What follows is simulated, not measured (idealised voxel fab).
The process module that follows is named voxel spacer lines.
Pictured: cross-section cut, 300 nm wide, on a grid of 5 nm square cells.
Cross-section layout: square cells on a grid; listed as bands, top to bottom; a band spans one or more cell rows. This entry defines a band. It first specifies the height of the band's top and the height of its bottom in nm, and then specifies the band's materials from left to right, stating each material with its width in nm. The word "throughout" identifies a single material that fills the band from edge to edge, while the word "blank" identifies empty space. Counting heights begins at 0, where everything beneath is, in the wafer as received, one material. The lowest band has no bottom; it goes on downwards, as "top 0, no bottom" shows. Quick explanation for "30 to 40": the width changes in equal steps down the rows of cells, from the first number in the band's top row to the second number in its bottom row. "identical to before" for a step: no cell of the cross-section changed in that step. "Catalogued sealed voids" lists enclosed empty spaces (at least 8 cells, no open path upward to the top), each as width x height at distance from the left edge, in nm. Whatever follows a step's settings on its line is a remark the simulator itself makes about that step. A step's line can hold "overlay nm"; with a mask on that step, the setting says how far right of the planned place the mask lay, while a negative setting says it lay to the left.

[Process steps foreseen in the plan]
1: RECEIVE | material Si
2: CONFORMAL_DEP | material Al2O3 | thk nm 10
3: DIRECTIONAL_DEP | material W | thk nm 15
4: DIRECTIONAL_DEP | material polySi | thk nm 25
5: PATTERN | tone cover | mask id MANDREL | material resist | width nm 15 | pitch nm 50 | thk nm 30 | overlay nm 0
6: DIRECTIONAL_ETCH | etch materials polySi | depth nm 25
7: STRIP | etch materials resist
8: CONFORMAL_DEP | material SiO2 | thk nm 10
9: DIRECTIONAL_ETCH | etch materials SiO2 | depth nm 10
10: STRIP | etch materials polySi
11: DIRECTIONAL_ETCH | etch materials W | depth nm 15
12: STRIP | etch materials SiO2
13: FILL_DEP | material SiO2 | thk nm 5
14: CMP | height nm 25

[Of two wafers, the first: run according to plan]

[Here's what the wafer looked like in cross-section when it arrived - that's after step 1]
top 0, no bottom = Si throughout
Catalogued sealed voids: none

[Presented here is a cross-section of the wafer after step 2 has been performed]
top 10, bottom 0 = Al2O3 throughout
All layers under 0 are left as they were.

[Presented here is a cross-section of the wafer after step 3 has been performed]
top 25, bottom 10 = W throughout
All layers under 10 are left as they were.

[Presented here is a cross-section of the wafer after step 4 has been performed]
top 50, bottom 25 = polySi throughout
All layers under 25 are left as they were.

[Presented here is a cross-section of the wafer after step 5 has been performed]
top 80, bottom 50 = 115 nm blank, then 15 nm resist, then 35 nm blank, then 15 nm resist, then 120 nm blank
All layers under 50 are left as they were.

[Presented here is a cross-section of the wafer after step 6 has been performed]
top 80, bottom 50 = 115 nm blank, then 15 nm resist, then 35 nm blank, then 15 nm resist, then 120 nm blank
top 50, bottom 25 = 115 nm blank, then 15 nm polySi, then 35 nm blank, then 15 nm polySi, then 120 nm blank
All layers under 25 are left as they were.

[Presented here is a cross-section of the wafer after step 7 has been performed]
top 50, bottom 25 = 115 nm blank, then 15 nm polySi, then 35 nm blank, then 15 nm polySi, then 120 nm blank
All layers under 25 are left as they were.

[Presented here is a cross-section of the wafer after step 8 has been performed]
top 60, bottom 50 = 105 nm blank, then 35 nm SiO2, then 15 nm blank, then 35 nm SiO2, then 110 nm blank
top 50, bottom 35 = 105 nm blank, then 10 nm SiO2, then 15 nm polySi, then 10 nm SiO2, then 15 nm blank, then 10 nm SiO2, then 15 nm polySi, then 10 nm SiO2, then 110 nm blank
top 35, bottom 25 = 115 nm SiO2, then 15 nm polySi, then 35 nm SiO2, then 15 nm polySi, then 120 nm SiO2
All layers under 25 are left as they were.

[Presented here is a cross-section of the wafer after step 9 has been performed]
top 50, bottom 25 = 105 nm blank, then 10 nm SiO2, then 15 nm polySi, then 10 nm SiO2, then 15 nm blank, then 10 nm SiO2, then 15 nm polySi, then 10 nm SiO2, then 110 nm blank
All layers under 25 are left as they were.

[Presented here is a cross-section of the wafer after step 10 has been performed]
top 50, bottom 25 = 105 nm blank, then 10 nm SiO2, then 15 nm blank, then 10 nm SiO2, then 15 nm blank, then 10 nm SiO2, then 15 nm blank, then 10 nm SiO2, then 110 nm blank
All layers under 25 are left as they were.

[Presented here is a cross-section of the wafer after step 11 has been performed]
top 50, bottom 25 = 105 nm blank, then 10 nm SiO2, then 15 nm blank, then 10 nm SiO2, then 15 nm blank, then 10 nm SiO2, then 15 nm blank, then 10 nm SiO2, then 110 nm blank
top 25, bottom 10 = 105 nm blank, then 10 nm W, then 15 nm blank, then 10 nm W, then 15 nm blank, then 10 nm W, then 15 nm blank, then 10 nm W, then 110 nm blank
All layers under 10 are left as they were.

[Presented here is a cross-section of the wafer after step 12 has been performed]
top 25, bottom 10 = 105 nm blank, then 10 nm W, then 15 nm blank, then 10 nm W, then 15 nm blank, then 10 nm W, then 15 nm blank, then 10 nm W, then 110 nm blank
All layers under 10 are left as they were.

[Presented here is a cross-section of the wafer after step 13 has been performed]
top 30, bottom 25 = SiO2 throughout
top 25, bottom 10 = 105 nm SiO2, then 10 nm W, then 15 nm SiO2, then 10 nm W, then 15 nm SiO2, then 10 nm W, then 15 nm SiO2, then 10 nm W, then 110 nm SiO2
All layers under 10 are left as they were.

[Presented here is a cross-section of the wafer after step 14 has been performed]
top 25, bottom 10 = 105 nm SiO2, then 10 nm W, then 15 nm SiO2, then 10 nm W, then 15 nm SiO2, then 10 nm W, then 15 nm SiO2, then 10 nm W, then 110 nm SiO2
All layers under 10 are left as they were.

[It is to be noted that the second wafer proceeded from the same initial state and according to the same plan as the first, although one mistake was committed in its execution; through step 7, inclusive, the two wafers share an identical history]

[Cross-sectional representation of the second wafer at the time designated in the plan for the completion of step 8]
top 60, bottom 50 = 105 nm blank, then 35 nm W, then 15 nm blank, then 35 nm W, then 110 nm blank
top 50, bottom 35 = 105 nm blank, then 10 nm W, then 15 nm polySi, then 10 nm W, then 15 nm blank, then 10 nm W, then 15 nm polySi, then 10 nm W, then 110 nm blank
top 35, bottom 25 = 115 nm W, then 15 nm polySi, then 35 nm W, then 15 nm polySi, then 120 nm W
All layers under 25 are left as they were.

Cross-sectional representation of the second wafer at the time designated in the plan for the completion of step 9: identical to before

Cross-sectional representation of the second wafer at the time designated in the plan for the completion of step 10: identical to before

[Cross-sectional representation of the second wafer at the time designated in the plan for the completion of step 11]
top 50, bottom 45 = 115 nm blank, then 15 nm polySi, then 35 nm blank, then 15 nm polySi, then 120 nm blank
top 45, bottom 25 = 105 nm blank, then 10 nm W, then 15 nm polySi, then 10 nm W, then 15 nm blank, then 10 nm W, then 15 nm polySi, then 10 nm W, then 110 nm blank
top 25, bottom 20 = 105 nm blank, then 35 nm W, then 15 nm blank, then 35 nm W, then 110 nm blank
All layers under 20 are left as they were.

Cross-sectional representation of the second wafer at the time designated in the plan for the completion of step 12: identical to before

[Cross-sectional representation of the second wafer at the time designated in the plan for the completion of step 13]
top 55, bottom 50 = SiO2 throughout
top 50, bottom 45 = 115 nm SiO2, then 15 nm polySi, then 35 nm SiO2, then 15 nm polySi, then 120 nm SiO2
top 45, bottom 25 = 105 nm SiO2, then 10 nm W, then 15 nm polySi, then 10 nm W, then 15 nm SiO2, then 10 nm W, then 15 nm polySi, then 10 nm W, then 110 nm SiO2
top 25, bottom 20 = 105 nm SiO2, then 35 nm W, then 15 nm SiO2, then 35 nm W, then 110 nm SiO2
All layers under 20 are left as they were.

[Cross-sectional representation of the second wafer at the time designated in the plan for the completion of step 14]
top 25, bottom 20 = 105 nm SiO2, then 35 nm W, then 15 nm SiO2, then 35 nm W, then 110 nm SiO2
All layers under 20 are left as they were.
The plan and the run diverged here: step 8 was processed under conditions differing from the plan, specifically as CONFORMAL_DEP | material W | thk nm 10
Looking at both finished wafers in cells, the second ends up ahead of or behind the first on some materials: SiO2 -110 | W +110
